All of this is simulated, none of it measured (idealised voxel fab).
Process module in this document: voxel self aligned contacts
This is section cut - it's 180 nm across, gridded in 5 nm square cells.
Cross-sections here: square-cell grids, written as top-down lists of bands, a band being one or more rows of cells. A band entry consists of two parts. The first gives the height of the band's top and the height of its bottom, in nm. The rest lists the band's materials from left to right, each with its width in nm. A single material labelled with the word "all across" fills the band from edge to edge, and the word "empty" marks empty space. Height 0 is the level under which the wafer as received is all one material. The lowest band goes on downwards, as in "0 down". Read "30..40" as a graded width: first number on top, second number at the bottom, same change between each pair of neighbouring rows. "identical to before" -> step changed no cross-section cell. The list in "Trapped void list" covers empty spaces of 8 cells or more that cannot reach the top through any open way, and it gives each as width x height at distance; the distance is from the left edge, and width, height and distance are in nm. Read whatever lies past the settings on a step's line as the simulator's own remark about the step. overlay nm: mask offset rightward from planned place, masked step; negative means leftward offset.

**This section lists the process steps that were planned**
1,op RECEIVE | material Si
2,op CONFORMAL_DEP | material SiO2 | thk nm 5
3,op DIRECTIONAL_DEP | material polySi | thk nm 25
4,op DIRECTIONAL_DEP | material SiN | thk nm 20
5,op PATTERN | tone cover | mask id GATE | material resist | width nm 35 | pitch nm 70 | thk nm 15 | overlay nm 0
6,op DIRECTIONAL_ETCH | etch materials SiN | depth nm 20
7,op DIRECTIONAL_ETCH | etch materials polySi | depth nm 25
8,op STRIP | etch materials resist
9,op CONFORMAL_DEP | material SiN | thk nm 5
10,op DIRECTIONAL_ETCH | etch materials SiN | depth nm 5
11,op FILL_DEP | material SiO2 | thk nm 15
12,op CMP | height nm 60
13,op MASKED_ETCH | tone open | mask id CONTACT | width nm 55 | etch materials SiO2 | depth nm 60 | overlay nm 0
14,op CONFORMAL_DEP | material TiN | thk nm 5
15,op FILL_DEP | material W | thk nm 5
16,op CMP | height nm 60
17,op CONFORMAL_DEP | material SiN | thk nm 5

**Wafer cross-section on receipt, i.e. after step 1**
0 down | Si all across
Trapped void list: none

**The first of the two wafers as seen in cross-section once the module was finished; processing followed the plan**
65 to 60 | SiN all across
60 to 50 | 60 nm SiO2, then 5..20 nm TiN, then 45..15 nm W, then 5..20 nm TiN, then 65 nm SiO2
50 to 30 | 30 nm SiO2, then 45 nm SiN, then 5 nm TiN, then 15 nm W, then 5 nm TiN, then 45 nm SiN, then 35 nm SiO2
30 to 5 | 30 nm SiO2, then 5 nm SiN, then 35 nm polySi, then 5 nm SiN, then 5 nm TiN, then 15 nm W, then 5 nm TiN, then 5 nm SiN, then 35 nm polySi, then 5 nm SiN, then 35 nm SiO2
5 to 0 | 75 nm SiO2, then 25 nm TiN, then 80 nm SiO2
0 down | Si all across
Trapped void list: none

**Here is the second of the two wafers cut open at the end of the module - same start, same plan as the first one, but we made one mistake running it**
65 to 60 | SiN all across
60 to 50 | 60 nm SiO2, then 5..20 nm TiN, then 45..15 nm W, then 5..20 nm TiN, then 65 nm SiO2
50 to 30 | 30 nm SiO2, then 45 nm SiN, then 5 nm TiN, then 15 nm W, then 5 nm TiN, then 45 nm SiN, then 35 nm SiO2
30 to 25 | 75 nm SiO2, then 25 nm TiN, then 80 nm SiO2
25 to 0 | polySi all across
0 down | Si all across
Trapped void list: none
Error vs. plan: steps 2 and 3: order swapped relative to plan
Count the cells at the end and the second wafer has more or fewer of some materials than the first: -20 SiN | -65 SiO2 | -10 TiN | -15 W | +110 polySi
